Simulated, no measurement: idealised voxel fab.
Proc. module: voxel gate over fins
For reference, the cross-section in this document is cut, with width 225 nm and square cells of 5 nm.
This document writes a cross-section as a grid whose cells are square, and gives it as bands, listed from the top down; one or more rows of cells form a band. Basically the band line says how high the top is and how high the bottom is, in nm, and then what's in it from left to right, every material with its width in nm. Empty space shows up as "empty", and if a single material carries "edge to edge" it runs the full band edge to edge. All heights in this document are referenced to 0, defined as the level beneath which the wafer, as received, consists entirely of one material. The lowest band is not bounded below; it extends indefinitely downward and is written in the form "z 0 and below". The width entry "30->40" should be interpreted row by row: the top row of cells in the band takes the first number, the bottom row takes the second number, and the change between adjacent rows is uniform throughout. "nothing got changed" after a step means that no cell of the cross-section changed. If an empty space has no open way to the top and is at least 8 cells in size, "Closed void listing" lists it, written width x height at distance, where distance is measured from the left edge and every value is in nm. That trailing text on a step's line, after the settings, is the simulator's own remark on the step. The "overlay nm" setting may appear on a step's line; for a step that uses a mask, it gives how far to the right of its planned position the mask lay, and a negative value indicates the left.
Below is the list of planned process steps:
step 1: RECEIVE with material Si
step 2: CONFORMAL_DEP with material SiN, thk nm 10
step 3: DIRECTIONAL_DEP with material aC, thk nm 15
step 4: PATTERN with tone cover, mask id FINS, material resist, width nm 15, pitch nm 35, thk nm 30, overlay nm 0
step 5: DIRECTIONAL_ETCH with etch materials aC, depth nm 15
step 6: STRIP with etch materials resist
step 7: DIRECTIONAL_ETCH with etch materials SiN, depth nm 10
step 8: DIRECTIONAL_ETCH with etch materials Si, depth nm 40
step 9: STRIP with etch materials aC
step 10: OXIDIZE with depth nm 5
step 11: FILL_DEP with material SiO2, thk nm 10
step 12: CMP with height nm 10
step 13: SELECTIVE_ETCH with etch materials SiO2, depth nm 20
step 14: STRIP with etch materials SiN
step 15: CONFORMAL_DEP with material HfO2, thk nm 5
step 16: CONFORMAL_DEP with material TiN, thk nm 5
step 17: CONFORMAL_DEP with material TiAl, thk nm 5
step 18: CONFORMAL_DEP with material TiN, thk nm 5
step 19: FILL_DEP with material W, thk nm 10
step 20: CMP with height nm 25
step 21: CONFORMAL_DEP with material SiN, thk nm 10
The first of the two wafers, which ran as planned:
Wafer as received: cross-section following step 1:
z 0 and below  Si edge to edge
Closed void listing: none
after step 2:
z 10 to 0  SiN edge to edge
Everything under 0 stays put, no change at all.
after step 3:
z 25 to 10  aC edge to edge
Everything under 10 stays put, no change at all.
after step 4:
z 55 to 25  50 nm empty | 15 nm resist | 20 nm empty | 15 nm resist | 20 nm empty | 15 nm resist | 20 nm empty | 15 nm resist | 55 nm empty
Everything under 25 stays put, no change at all.
after step 5:
z 40 to 25  50 nm empty | 15 nm resist | 20 nm empty | 15 nm resist | 20 nm empty | 15 nm resist | 20 nm empty | 15 nm resist | 55 nm empty
z 25 to 10  50 nm empty | 15 nm aC | 20 nm empty | 15 nm aC | 20 nm empty | 15 nm aC | 20 nm empty | 15 nm aC | 55 nm empty
Everything under 10 stays put, no change at all.
after step 6:
z 25 to 10  50 nm empty | 15 nm aC | 20 nm empty | 15 nm aC | 20 nm empty | 15 nm aC | 20 nm empty | 15 nm aC | 55 nm empty
Everything under 10 stays put, no change at all.
after step 7:
z 25 to 10  50 nm empty | 15 nm aC | 20 nm empty | 15 nm aC | 20 nm empty | 15 nm aC | 20 nm empty | 15 nm aC | 55 nm empty
z 10 to 0  50 nm empty | 15 nm SiN | 20 nm empty | 15 nm SiN | 20 nm empty | 15 nm SiN | 20 nm empty | 15 nm SiN | 55 nm empty
Everything under 0 stays put, no change at all.
after step 8:
z 25 to 10  50 nm empty | 15 nm aC | 20 nm empty | 15 nm aC | 20 nm empty | 15 nm aC | 20 nm empty | 15 nm aC | 55 nm empty
z 10 to 0  50 nm empty | 15 nm SiN | 20 nm empty | 15 nm SiN | 20 nm empty | 15 nm SiN | 20 nm empty | 15 nm SiN | 55 nm empty
z 0 to -40  50 nm empty | 15 nm Si | 20 nm empty | 15 nm Si | 20 nm empty | 15 nm Si | 20 nm empty | 15 nm Si | 55 nm empty
Everything under -40 stays put, no change at all.
after step 9:
z 10 to 0  50 nm empty | 15 nm SiN | 20 nm empty | 15 nm SiN | 20 nm empty | 15 nm SiN | 20 nm empty | 15 nm SiN | 55 nm empty
Everything under 0 stays put, no change at all.
after step 10:
z 10 to 0  50 nm empty | 15 nm SiN | 20 nm empty | 15 nm SiN | 20 nm empty | 15 nm SiN | 20 nm empty | 15 nm SiN | 55 nm empty
z 0 to -40  50 nm empty | 5 nm SiO2 | 5 nm Si | 5 nm SiO2 | 20 nm empty | 5 nm SiO2 | 5 nm Si | 5 nm SiO2 | 20 nm empty | 5 nm SiO2 | 5 nm Si | 5 nm SiO2 | 20 nm empty | 5 nm SiO2 | 5 nm Si | 5 nm SiO2 | 55 nm empty
z -40 to -45  55 nm SiO2 | 5 nm Si | 30 nm SiO2 | 5 nm Si | 30 nm SiO2 | 5 nm Si | 30 nm SiO2 | 5 nm Si | 60 nm SiO2
Everything under -45 stays put, no change at all.
after step 11:
z 20 to 10  SiO2 edge to edge
z 10 to 0  50 nm SiO2 | 15 nm SiN | 20 nm SiO2 | 15 nm SiN | 20 nm SiO2 | 15 nm SiN | 20 nm SiO2 | 15 nm SiN | 55 nm SiO2
z 0 to -45  55 nm SiO2 | 5 nm Si | 30 nm SiO2 | 5 nm Si | 30 nm SiO2 | 5 nm Si | 30 nm SiO2 | 5 nm Si | 60 nm SiO2
Everything under -45 stays put, no change at all.
after step 12:
z 10 to 0  50 nm SiO2 | 15 nm SiN | 20 nm SiO2 | 15 nm SiN | 20 nm SiO2 | 15 nm SiN | 20 nm SiO2 | 15 nm SiN | 55 nm SiO2
Everything under 0 stays put, no change at all.
after step 13:
z 10 to 0  50 nm empty | 15 nm SiN | 20 nm empty | 15 nm SiN | 20 nm empty | 15 nm SiN | 20 nm empty | 15 nm SiN | 55 nm empty
z 0 to -10  55 nm empty | 5 nm Si | 30 nm empty | 5 nm Si | 30 nm empty | 5 nm Si | 30 nm empty | 5 nm Si | 60 nm empty
Everything under -10 stays put, no change at all.
after step 14:
z 0 to -10  55 nm empty | 5 nm Si | 30 nm empty | 5 nm Si | 30 nm empty | 5 nm Si | 30 nm empty | 5 nm Si | 60 nm empty
Everything under -10 stays put, no change at all.
after step 15:
z 5 to 0  50 nm empty | 15 nm HfO2 | 20 nm empty | 15 nm HfO2 | 20 nm empty | 15 nm HfO2 | 20 nm empty | 15 nm HfO2 | 55 nm empty
z 0 to -5  50 nm empty | 5 nm HfO2 | 5 nm Si | 5 nm HfO2 | 20 nm empty | 5 nm HfO2 | 5 nm Si | 5 nm HfO2 | 20 nm empty | 5 nm HfO2 | 5 nm Si | 5 nm HfO2 | 20 nm empty | 5 nm HfO2 | 5 nm Si | 5 nm HfO2 | 55 nm empty
z -5 to -10  55 nm HfO2 | 5 nm Si | 30 nm HfO2 | 5 nm Si | 30 nm HfO2 | 5 nm Si | 30 nm HfO2 | 5 nm Si | 60 nm HfO2
Everything under -10 stays put, no change at all.
after step 16:
z 10 to 5  45 nm empty | 25 nm TiN | 10 nm empty | 25 nm TiN | 10 nm empty | 25 nm TiN | 10 nm empty | 25 nm TiN | 50 nm empty
z 5 to 0  45 nm empty | 5 nm TiN | 15 nm HfO2 | 5 nm TiN | 10 nm empty | 5 nm TiN | 15 nm HfO2 | 5 nm TiN | 10 nm empty | 5 nm TiN | 15 nm HfO2 | 5 nm TiN | 10 nm empty | 5 nm TiN | 15 nm HfO2 | 5 nm TiN | 50 nm empty
z 0 to -5  50 nm TiN | 5 nm HfO2 | 5 nm Si | 5 nm HfO2 | 20 nm TiN | 5 nm HfO2 | 5 nm Si | 5 nm HfO2 | 20 nm TiN | 5 nm HfO2 | 5 nm Si | 5 nm HfO2 | 20 nm TiN | 5 nm HfO2 | 5 nm Si | 5 nm HfO2 | 55 nm TiN
Everything under -5 stays put, no change at all.
after step 17:
z 15 to 10  40 nm empty | 140 nm TiAl | 45 nm empty
z 10 to 5  40 nm empty | 5 nm TiAl | 25 nm TiN | 10 nm TiAl | 25 nm TiN | 10 nm TiAl | 25 nm TiN | 10 nm TiAl | 25 nm TiN | 5 nm TiAl | 45 nm empty
z 5 to 0  45 nm TiAl | 5 nm TiN | 15 nm HfO2 | 5 nm TiN | 10 nm TiAl | 5 nm TiN | 15 nm HfO2 | 5 nm TiN | 10 nm TiAl | 5 nm TiN | 15 nm HfO2 | 5 nm TiN | 10 nm TiAl | 5 nm TiN | 15 nm HfO2 | 5 nm TiN | 50 nm TiAl
Everything under 0 stays put, no change at all.
after step 18:
z 20 to 15  35 nm empty | 150 nm TiN | 40 nm empty
z 15 to 10  35 nm empty | 5 nm TiN | 140 nm TiAl | 5 nm TiN | 40 nm empty
z 10 to 5  40 nm TiN | 5 nm TiAl | 25 nm TiN | 10 nm TiAl | 25 nm TiN | 10 nm TiAl | 25 nm TiN | 10 nm TiAl | 25 nm TiN | 5 nm TiAl | 45 nm TiN
Everything under 5 stays put, no change at all.
after step 19:
z 30 to 20  W edge to edge
z 20 to 15  35 nm W | 150 nm TiN | 40 nm W
z 15 to 10  35 nm W | 5 nm TiN | 140 nm TiAl | 5 nm TiN | 40 nm W
Everything under 10 stays put, no change at all.
after step 20:
z 25 to 20  W edge to edge
Everything under 20 stays put, no change at all.
after step 21:
z 35 to 25  SiN edge to edge
Everything under 25 stays put, no change at all.
second wafer: like start, like plan, one mistake. Through step 16 it matches the first wafer:
Second wafer: cross-section at the scheduled end of step 17: nothing got changed
Second wafer: cross-section at the scheduled end of step 18:
z 15 to 5  40 nm empty | 140 nm TiN | 45 nm empty
z 5 to 0  50 nm TiN | 15 nm HfO2 | 20 nm TiN | 15 nm HfO2 | 20 nm TiN | 15 nm HfO2 | 20 nm TiN | 15 nm HfO2 | 55 nm TiN
Everything under 0 stays put, no change at all.
Second wafer: cross-section at the scheduled end of step 19:
z 25 to 15  W edge to edge
z 15 to 5  40 nm W | 140 nm TiN | 45 nm W
Everything under 5 stays put, no change at all.
Second wafer: cross-section at the scheduled end of step 20: nothing got changed
Second wafer: cross-section at the scheduled end of step 21:
z 35 to 25  SiN edge to edge
Everything under 25 stays put, no change at all.
Which mistake was made when the wafer was run? the plan's step 17 was left out and never carried out
It is noted that, at the conclusion of processing, the second wafer exhibits a higher or lower cell count for certain materials relative to the first: TiAl: 61 fewer | TiN: 12 more | W: 49 more
